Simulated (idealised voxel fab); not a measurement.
Presented below is a process module, voxel trench capacitor.
Xsec cut, 275 nm wide, square cell size 5 nm.
Just so we're on the same page, the cross-sections are grids of square cells, and they're listed out in bands top to bottom, each band one or more rows deep.
Band: top and bottom heights (nm) first, top before bottom; then materials from left to right, widths in nm. "full width" marks a sole material filling the band edge to edge. "blank" denotes empty space.
Convention: height 0 is the level below which the wafer, as received, is all one material. The lowest band does not terminate at the bottom but continues downward, represented as "0..down".
Width: "30->40" (first number = top row, second number = bottom row, same change from row to row of cells).
A step reported as "same as before" is a step in which no cell of the cross-section changed.
In "Enclosed cavities" the enclosed voids are listed, meaning empty spaces of 8 cells or larger without any opening to the top. The form is width x height at distance, distance from the left edge, units nm.
Past the settings on a step's line: simulator remark, on that step.
You can add "overlay nm" to a step's line. For a step with a mask, it describes how far the mask lay to the right of its planned position, and a negative number describes a lay to the left.

# Below is the list of planned process steps
- 1: RECEIVE | material Si
- 2: CONFORMAL_DEP | material SiN | thk nm 10
- 3: DIRECTIONAL_DEP | material aC | thk nm 10
- 4: PATTERN | tone open | mask id TRENCH | material resist | width nm 25 | pitch nm 40 | thk nm 25 | overlay nm 0
- 5: DIRECTIONAL_ETCH | etch materials aC | depth nm 10
- 6: STRIP | etch materials resist
- 7: DIRECTIONAL_ETCH | etch materials SiN | depth nm 10
- 8: DIRECTIONAL_ETCH | etch materials Si | depth nm 30
- 9: STRIP | etch materials aC
- 10: CONFORMAL_DEP | material HfO2 | thk nm 5
- 11: CONFORMAL_DEP | material TiN | thk nm 5
- 12: FILL_DEP | material W | thk nm 10
- 13: CMP | height nm 10

# The first of the two wafers, which ran as planned

# Cross-section of the wafer as it came to us, i.e., already through step 1
- 0..down = Si full width
- Enclosed cavities: none

# Sectional view: wafer, after step 2
- 10..0 = SiN full width
- Whatever lies below 0 is exactly as it was before.

# Sectional view: wafer, after step 3
- 20..10 = aC full width
- Whatever lies below 10 is exactly as it was before.

# Sectional view: wafer, after step 4
- 45..20 = 105 of resist, 25 of blank, 15 of resist, 25 of blank, 105 of resist
- Whatever lies below 20 is exactly as it was before.

# Sectional view: wafer, after step 5
- 35..20 = 105 of resist, 25 of blank, 15 of resist, 25 of blank, 105 of resist
- 20..10 = 105 of aC, 25 of blank, 15 of aC, 25 of blank, 105 of aC
- Whatever lies below 10 is exactly as it was before.

# Sectional view: wafer, after step 6
- 20..10 = 105 of aC, 25 of blank, 15 of aC, 25 of blank, 105 of aC
- Whatever lies below 10 is exactly as it was before.

# Sectional view: wafer, after step 7
- 20..10 = 105 of aC, 25 of blank, 15 of aC, 25 of blank, 105 of aC
- 10..0 = 105 of SiN, 25 of blank, 15 of SiN, 25 of blank, 105 of SiN
- Whatever lies below 0 is exactly as it was before.

# Sectional view: wafer, after step 8
- 20..10 = 105 of aC, 25 of blank, 15 of aC, 25 of blank, 105 of aC
- 10..0 = 105 of SiN, 25 of blank, 15 of SiN, 25 of blank, 105 of SiN
- 0..-30 = 105 of Si, 25 of blank, 15 of Si, 25 of blank, 105 of Si
- Whatever lies below -30 is exactly as it was before.

# Sectional view: wafer, after step 9
- 10..0 = 105 of SiN, 25 of blank, 15 of SiN, 25 of blank, 105 of SiN
- Whatever lies below 0 is exactly as it was before.

# Sectional view: wafer, after step 10
- 15..10 = 110 of HfO2, 15 of blank, 25 of HfO2, 15 of blank, 110 of HfO2
- 10..0 = 105 of SiN, 5 of HfO2, 15 of blank, 5 of HfO2, 15 of SiN, 5 of HfO2, 15 of blank, 5 of HfO2, 105 of SiN
- 0..-25 = 105 of Si, 5 of HfO2, 15 of blank, 5 of HfO2, 15 of Si, 5 of HfO2, 15 of blank, 5 of HfO2, 105 of Si
- -25..-30 = 105 of Si, 25 of HfO2, 15 of Si, 25 of HfO2, 105 of Si
- Whatever lies below -30 is exactly as it was before.

# Sectional view: wafer, after step 11
- 20..15 = 115 of TiN, 5 of blank, 35 of TiN, 5 of blank, 115 of TiN
- 15..10 = 110 of HfO2, 5 of TiN, 5 of blank, 5 of TiN, 25 of HfO2, 5 of TiN, 5 of blank, 5 of TiN, 110 of HfO2
- 10..0 = 105 of SiN, 5 of HfO2, 5 of TiN, 5 of blank, 5 of TiN, 5 of HfO2, 15 of SiN, 5 of HfO2, 5 of TiN, 5 of blank, 5 of TiN, 5 of HfO2, 105 of SiN
- 0..-20 = 105 of Si, 5 of HfO2, 5 of TiN, 5 of blank, 5 of TiN, 5 of HfO2, 15 of Si, 5 of HfO2, 5 of TiN, 5 of blank, 5 of TiN, 5 of HfO2, 105 of Si
- -20..-25 = 105 of Si, 5 of HfO2, 15 of TiN, 5 of HfO2, 15 of Si, 5 of HfO2, 15 of TiN, 5 of HfO2, 105 of Si
- Whatever lies below -25 is exactly as it was before.

# Sectional view: wafer, after step 12
- 30..20 = W full width
- 20..15 = 115 of TiN, 5 of W, 35 of TiN, 5 of W, 115 of TiN
- 15..10 = 110 of HfO2, 5 of TiN, 5 of W, 5 of TiN, 25 of HfO2, 5 of TiN, 5 of W, 5 of TiN, 110 of HfO2
- 10..0 = 105 of SiN, 5 of HfO2, 5 of TiN, 5 of W, 5 of TiN, 5 of HfO2, 15 of SiN, 5 of HfO2, 5 of TiN, 5 of W, 5 of TiN, 5 of HfO2, 105 of SiN
- 0..-20 = 105 of Si, 5 of HfO2, 5 of TiN, 5 of W, 5 of TiN, 5 of HfO2, 15 of Si, 5 of HfO2, 5 of TiN, 5 of W, 5 of TiN, 5 of HfO2, 105 of Si
- Whatever lies below -20 is exactly as it was before.

# Sectional view: wafer, after step 13
- 10..0 = 105 of SiN, 5 of HfO2, 5 of TiN, 5 of W, 5 of TiN, 5 of HfO2, 15 of SiN, 5 of HfO2, 5 of TiN, 5 of W, 5 of TiN, 5 of HfO2, 105 of SiN
- Whatever lies below 0 is exactly as it was before.

# Now the other wafer: same start, same recipe, but we messed up one thing when running it. Up to and including step 12 it's the same as the first one

# Cross-section of the second wafer when, according to plan, step 13 should have finished
- 15..10 = 110 of HfO2, 5 of TiN, 5 of W, 5 of TiN, 25 of HfO2, 5 of TiN, 5 of W, 5 of TiN, 110 of HfO2
- Whatever lies below 10 is exactly as it was before.
Finding, execution versus plan: step 13 was not run as planned; what actually ran was CMP | height nm 15
Bottom line after processing is that, in cells, the second wafer is up or down on some materials versus the first: +49 HfO2 | +4 TiN | +2 W
